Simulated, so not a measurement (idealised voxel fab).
You're looking at the process module voxel trench capacitor.
Each square cell in cross-section cut measures 5 nm, and the section as a whole is 245 nm wide.
Each cross-section below is a grid of square cells, stated as bands in top-down order, with one or more rows of cells making up each band. Per band: top height and bottom height in nm, followed by the left-to-right materials and their widths in nm; "edge to edge" marks a single material spanning edge to edge, "empty" marks empty space. Basically, 0 is our baseline, since under it the wafer straight out of the box is all one material. The bottom band has no lower end and keeps on going down, so it looks like "0 nm and below". So if you see something like "30->40" for the width, read it as the top row of the band sitting at the first number and the bottom row at the second, with every row in between moving by the same amount as the last. Basically "no modifications" means that step didn't change any cell in the cross-section. Look at "Enclosed void list" for the closed voids: empty spaces with no open path to the top, sized 8 cells or up. Each is width x height at distance, distance from the left edge, all nm. Anything after a step's settings on that line? It's the simulator's own note about the step. A step's line can hold "overlay nm"; with a mask on that step, the setting says how far right of the planned place the mask lay, while a negative setting says it lay to the left.
# These are the steps we planned for the process
1 RECEIVE (material Si)
2 CONFORMAL_DEP (material SiN; thk nm 5)
3 PATTERN (tone open; mask id TRENCH; material resist; width nm 25; pitch nm 40; thk nm 20; overlay nm 0)
4 DIRECTIONAL_ETCH (etch materials SiN; depth nm 5)
5 DIRECTIONAL_ETCH (etch materials Si; depth nm 40)
6 STRIP (etch materials resist)
7 CONFORMAL_DEP (material Al2O3; thk nm 5)
8 CONFORMAL_DEP (material TiN; thk nm 5)
9 FILL_DEP (material W; thk nm 10)
10 CMP (height nm 5)
# Cross-section: wafer on arrival = after step 1
- 0 nm and below | Si edge to edge
- Enclosed void list: none
# The plan above was carried out on the starting structure above with one mistake, and this cross-section shows the wafer at the end of the module
- 5 nm to 0 nm | TiN edge to edge
- 0 nm and below | Si edge to edge
- Enclosed void list: none
Deviation from plan: step 2 went in with a setting other than planned; the actual run was CONFORMAL_DEP (material TiN; thk nm 5)
